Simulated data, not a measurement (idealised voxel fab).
The process module presented herein is designated voxel lift off.
It is cross-section cut that appears here, measuring 145 nm in width, its square cells being 5 nm in size.
Think of the cross-section as a grid of square cells. We describe it in bands, top to bottom, and each band covers one or more rows of those cells.
This entry defines a band. It first specifies the height of the band's top and the height of its bottom in nm, and then specifies the band's materials from left to right, stating each material with its width in nm. The word "throughout" identifies a single material that fills the band from edge to edge, while the word "air" identifies empty space.
Height reference: 0 = level under which incoming wafer is all one material. Lowest band: no bottom, runs on downward, e.g. "0 nm and below".
You'd read "30 to 40" like this: the band's top row of cells is as wide as the first number, its bottom row is as wide as the second, and going down, every row changes width by the same amount as the row before did.
"everything unchanged", as given for a step, is the statement that not any cell of the cross-section underwent a change during that step.
Entry "Closed-off voids". Content: empty spaces with no open connection to the top, size 8 cells or greater. Each: width x height at distance. Distance: from left edge. Unit: nm.
What comes after the settings on a step's line is commentary from the simulator itself on that step.
"overlay nm" denotes, for a step that has a mask, the displacement of the mask to the right of its planned place, with negative values corresponding to the left.
Set out below are the planned steps of the process:
- 1: RECEIVE,material Si
- 2: CONFORMAL_DEP,material SiO2,thk nm 15
- 3: PATTERN,tone open,mask id LINES,material resist,width nm 20,pitch nm 50,thk nm 20,overlay nm 0
- 4: DIRECTIONAL_DEP,material Ru,thk nm 10
- 5: STRIP,etch materials resist
- 6: CONFORMAL_DEP,material SiN,thk nm 10
Cross-section, incoming material, after step 1:
- 0 nm and below: Si throughout
- Closed-off voids: none
Starting wafer: above. Plan: above. Run: one mistake. Cross-section after the module: below:
- 30 nm to 25 nm: air: 30; SiN: 30; air: 20; SiN: 30; air: 35
- 25 nm to 20 nm: air: 30; SiN: 5; Ru: 20; SiN: 5; air: 20; SiN: 5; Ru: 20; SiN: 5; air: 35
- 20 nm to 15 nm: SiN: 35; Ru: 20; SiN: 30; Ru: 20; SiN: 40
- 15 nm to 0 nm: SiO2 throughout
- 0 nm and below: Si throughout
- Closed-off voids: none
What was done differently from what was planned? the process deviated at step 6: the operation and settings actually run there were CONFORMAL_DEP,material SiN,thk nm 5
